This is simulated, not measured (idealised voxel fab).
You're looking at the process module voxel self aligned contacts.
Square cell edge 5 nm, section width 195 nm, ID cut.
Square cells in a grid make up a cross-section in this document, and the grid is given as bands, listed from the top down, each one or more rows of cells.
Heads up on the band format: heights come first, top then bottom, in nm. After that it's the materials left to right, each with its width in nm. A single material flagged "edge to edge" fills the whole band edge to edge, and "air" means there's empty space there.
A quick word on heights: they are counted from 0, and under that level the wafer as it came to us is one material throughout. The lowest band is different from the rest in having no bottom; it simply continues downward, written as in "0..down".
The width entry "30 to 40" should be interpreted row by row: the top row of cells in the band takes the first number, the bottom row takes the second number, and the change between adjacent rows is uniform throughout.
The designation "identical to before", where it is given for a processing step, indicates that no cell of the cross-section was altered in the course of that step.
Listed in "Trapped cavities": every empty space of 8 or more cells without an open way to the top. Form: width x height at distance, the distance being from the left edge, all in nm.
Post-settings text on a step line: simulator's own remark regarding the step.
overlay nm: step with mask; distance mask lay right of planned place; negative value = left of planned place.
-- The steps planned for the process are as follows
1. op RECEIVE | material Si
2. op OXIDIZE | depth nm 5
3. op DIRECTIONAL_DEP | material polySi | thk nm 20
4. op DIRECTIONAL_DEP | material SiN | thk nm 20
5. op DIRECTIONAL_DEP | material aC | thk nm 15
6. op PATTERN | tone cover | mask id GATE | material resist | width nm 25 | pitch nm 65 | thk nm 30 | overlay nm 0
7. op DIRECTIONAL_ETCH | etch materials aC | depth nm 15
8. op STRIP | etch materials resist
9. op DIRECTIONAL_ETCH | etch materials SiN | depth nm 20
10. op DIRECTIONAL_ETCH | etch materials polySi | depth nm 20
11. op STRIP | etch materials aC
12. op CONFORMAL_DEP | material SiN | thk nm 10
13. op DIRECTIONAL_ETCH | etch materials SiN | depth nm 10
14. op FILL_DEP | material SiO2 | thk nm 20
15. op CMP | height nm 50
16. op PATTERN | tone open | mask id CONTACT | material resist | width nm 50 | pitch nm 65 | thk nm 20 | overlay nm 0
17. op DIRECTIONAL_ETCH | etch materials SiO2 | depth nm 55
18. op STRIP | etch materials resist
19. op CONFORMAL_DEP | material TiN | thk nm 5
20. op FILL_DEP | material Ru | thk nm 5
21. op CMP | height nm 50
22. op CONFORMAL_DEP | material SiCN | thk nm 5
-- As received (post step 1): cross-section
- 0..down | Si edge to edge
- Trapped cavities: none
-- First of two wafers, end-of-module section, run followed plan
- 55..50 | SiCN edge to edge
- 50..40 | 40 SiO2, then 5 to 20 TiN, then 40 to 10 Ru, then 5 to 20 TiN, then 15 SiO2, then 5 to 20 TiN, then 40 to 10 Ru, then 5 to 20 TiN, then 40 SiO2
- 40..20 | 10 SiO2, then 45 SiN, then 5 TiN, then 10 Ru, then 5 TiN, then 45 SiN, then 5 TiN, then 10 Ru, then 5 TiN, then 45 SiN, then 10 SiO2
- 20..0 | 10 SiO2, then 10 SiN, then 25 polySi, then 10 SiN, then 5 TiN, then 10 Ru, then 5 TiN, then 10 SiN, then 25 polySi, then 10 SiN, then 5 TiN, then 10 Ru, then 5 TiN, then 10 SiN, then 25 polySi, then 10 SiN, then 10 SiO2
- 0..-5 | 55 SiO2, then 20 TiN, then 45 SiO2, then 20 TiN, then 55 SiO2
- -5..down | Si edge to edge
- Trapped cavities: none
-- Wafer two cross-section, module end. Start and plan unchanged from wafer one; one mistake made during the run
- 55..50 | SiCN edge to edge
- 50..40 | 40 SiO2, then 5 to 20 TiN, then 40 to 10 Ru, then 5 to 20 TiN, then 15 SiO2, then 5 to 20 TiN, then 40 to 10 Ru, then 5 to 20 TiN, then 40 SiO2
- 40..35 | 10 SiO2, then 45 SiN, then 5 TiN, then 10 Ru, then 5 TiN, then 45 SiN, then 5 TiN, then 10 Ru, then 5 TiN, then 45 SiN, then 10 SiO2
- 35..30 | 10 SiO2, then 45 SiN, then 20 TiN, then 45 SiN, then 20 TiN, then 45 SiN, then 10 SiO2
- 30..20 | SiN edge to edge
- 20..0 | polySi edge to edge
- 0..-5 | SiO2 edge to edge
- -5..down | Si edge to edge
- Trapped cavities: none
Want to know what went wrong? planned and actual differ for step 9; actual: op DIRECTIONAL_ETCH | etch materials SiN | depth nm 10
FYI, end of process, the second wafer has more or fewer cells of some materials than the first: Ru: 28 fewer | SiN: 24 fewer | SiO2: 16 fewer | TiN: 28 fewer | polySi: 96 more
